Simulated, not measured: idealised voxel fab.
process module | voxel transistor to metal
cross-section cut | 290 nm wide | cells 5 nm
A cross-section is a grid of square cells, given in bands from the top down. A band is one or more rows of cells.
Each band's line starts with the height of the band's top and of its bottom, in nm. Then come its materials from left to right, each with its width in nm. One material with "throughout" fills the band from edge to edge. "air" is empty space.
Height 0 is the level under which the wafer as received is all one material. The lowest band goes on downwards, as in "0 down".
A width such as "30 to 40" changes by the same amount from each row of cells to the next, from the band's top row to its bottom row.
"no change" after a step means that no cell of the cross-section changed.
closed voids: empty space of 8 cells or more with no open way to the top, each as width x height at its distance from the left edge, in nm
after a step's settings: what the simulator itself notes on the step
overlay nm, on a step with a mask: how far to the right of its planned place the mask lay; to the left if negative
plan
1 op RECEIVE | material Si
2 op CONFORMAL_DEP | material SiO2 | thk nm 5
3 op CONFORMAL_DEP | material SiN | thk nm 15
4 op PATTERN | tone cover | mask id ACTIVE | material resist | width nm 105 | pitch nm 125 | thk nm 15 | overlay nm 0
5 op DIRECTIONAL_ETCH | etch materials SiN | depth nm 15
6 op DIRECTIONAL_ETCH | etch materials SiO2 | depth nm 5
7 op DIRECTIONAL_ETCH | etch materials Si | depth nm 25
8 op STRIP | etch materials resist
9 op FILL_DEP | material SiO2 | thk nm 15
10 op CMP | height nm 20
11 op SELECTIVE_ETCH | etch materials SiO2 | depth nm 5
12 op STRIP | etch materials SiN
13 op SELECTIVE_ETCH | etch materials SiO2 | depth nm 5
14 op OXIDIZE | depth nm 5
15 op DIRECTIONAL_DEP | material polySi | thk nm 30
16 op DIRECTIONAL_DEP | material SiCN | thk nm 15
17 op PATTERN | tone cover | mask id GATE | material resist | width nm 35 | pitch nm 125 | thk nm 15 | overlay nm 0
18 op DIRECTIONAL_ETCH | etch materials SiCN | depth nm 25
19 op DIRECTIONAL_ETCH | etch materials polySi | depth nm 40
20 op STRIP | etch materials resist
21 op CONFORMAL_DEP | material SiN | thk nm 5
22 op DIRECTIONAL_ETCH | etch materials SiN | depth nm 5
23 op DIRECTIONAL_ETCH | etch materials SiO2 | depth nm 5
24 op EPI | material pSi | thk nm 5
25 op FILL_DEP | material SiO2 | thk nm 10
26 op CMP | height nm 30
27 op STRIP | etch materials polySi
28 op SELECTIVE_ETCH | etch materials SiO2 | depth nm 5
29 op CONFORMAL_DEP | material HfO2 | thk nm 5
30 op CONFORMAL_DEP | material TiN | thk nm 5
31 op FILL_DEP | material W | thk nm 5
32 op CMP | height nm 25
33 op DIRECTIONAL_DEP | material SiO2 | thk nm 15
34 op MASKED_ETCH | tone open | mask id CONTACT | width nm 15 | etch materials SiO2 | depth nm 40 | overlay nm 0
35 op CONFORMAL_DEP | material TiN | thk nm 5
36 op FILL_DEP | material Ru | thk nm 5
37 op CMP | height nm 40
38 op CONFORMAL_DEP | material SiCN | thk nm 5
39 op DIRECTIONAL_DEP | material SiO2 | thk nm 25
40 op PATTERN | tone open | mask id METAL_1 | material resist | width nm 15 | thk nm 20 | overlay nm 0
41 op DIRECTIONAL_ETCH | etch materials SiO2 | depth nm 25
42 op DIRECTIONAL_ETCH | etch materials SiCN | depth nm 5
43 op STRIP | etch materials resist
44 op CONFORMAL_DEP | material TiN | thk nm 5
45 op FILL_DEP | material Ru | thk nm 10
46 op CMP | height nm 70
47 op CONFORMAL_DEP | material SiCN | thk nm 5
as received, after step 1
  0 down: Si throughout
  closed voids: none
a wafer at the end: this start, this plan, one mistake
  75 to 70: SiCN throughout
  70 to 45: SiO2 35 | TiN 5 | Ru 5 | TiN 5 | SiO2 65 | TiN 5 | Ru 5 | TiN 5 | SiO2 30 | TiN 5 | Ru 5 | TiN 5 | SiO2 65 | TiN 5 | Ru 5 | TiN 5 | SiO2 35
  45 to 40: SiCN 35 | TiN 15 | SiCN 65 | TiN 15 | SiCN 30 | TiN 15 | SiCN 65 | TiN 15 | SiCN 35
  40 to 25: SiO2 35 | TiN 5 | Ru 5 | TiN 5 | SiO2 65 | TiN 5 | Ru 5 | TiN 5 | SiO2 30 | TiN 5 | Ru 5 | TiN 5 | SiO2 65 | TiN 5 | Ru 5 | TiN 5 | SiO2 35
  25 to 10: SiO2 35 | TiN 5 | Ru 5 | TiN 5 | SiO2 10 | SiN 5 | HfO2 5 | TiN 5 | W 15 | TiN 5 | HfO2 5 | SiN 5 | SiO2 10 | TiN 5 | Ru 5 | TiN 5 | SiO2 30 | TiN 5 | Ru 5 | TiN 5 | SiO2 10 | SiN 5 | HfO2 5 | TiN 5 | W 15 | TiN 5 | HfO2 5 | SiN 5 | SiO2 10 | TiN 5 | Ru 5 | TiN 5 | SiO2 35
  10 to 5: SiO2 30 | SiN 5 | TiN 5 | Ru 5 | TiN 5 | SiO2 10 | SiN 5 | HfO2 5 | TiN 5 | W 15 | TiN 5 | HfO2 5 | SiN 5 | SiO2 10 | TiN 5 | Ru 5 | TiN 5 | SiN 5 | SiO2 20 | SiN 5 | TiN 5 | Ru 5 | TiN 5 | SiO2 10 | SiN 5 | HfO2 5 | TiN 5 | W 15 | TiN 5 | HfO2 5 | SiN 5 | SiO2 10 | TiN 5 | Ru 5 | TiN 5 | SiN 5 | SiO2 30
  5 to 0: SiO2 30 | SiN 5 | TiN 15 | SiO2 10 | SiN 5 | HfO2 5 | TiN 25 | HfO2 5 | SiN 5 | SiO2 10 | TiN 15 | SiN 5 | SiO2 20 | SiN 5 | TiN 15 | SiO2 10 | SiN 5 | HfO2 5 | TiN 25 | HfO2 5 | SiN 5 | SiO2 10 | TiN 15 | SiN 5 | SiO2 30
  0 to -5: SiO2 35 | pSi 25 | HfO2 45 | pSi 25 | SiO2 30 | pSi 25 | HfO2 45 | pSi 25 | SiO2 35
  -5 to -25: SiO2 35 | Si 95 | SiO2 30 | Si 95 | SiO2 35
  -25 down: Si throughout
  closed voids: none
what went wrong: step 4 ran as: op PATTERN | tone cover | mask id ACTIVE | material resist | width nm 95 | pitch nm 125 | thk nm 15 | overlay nm 0
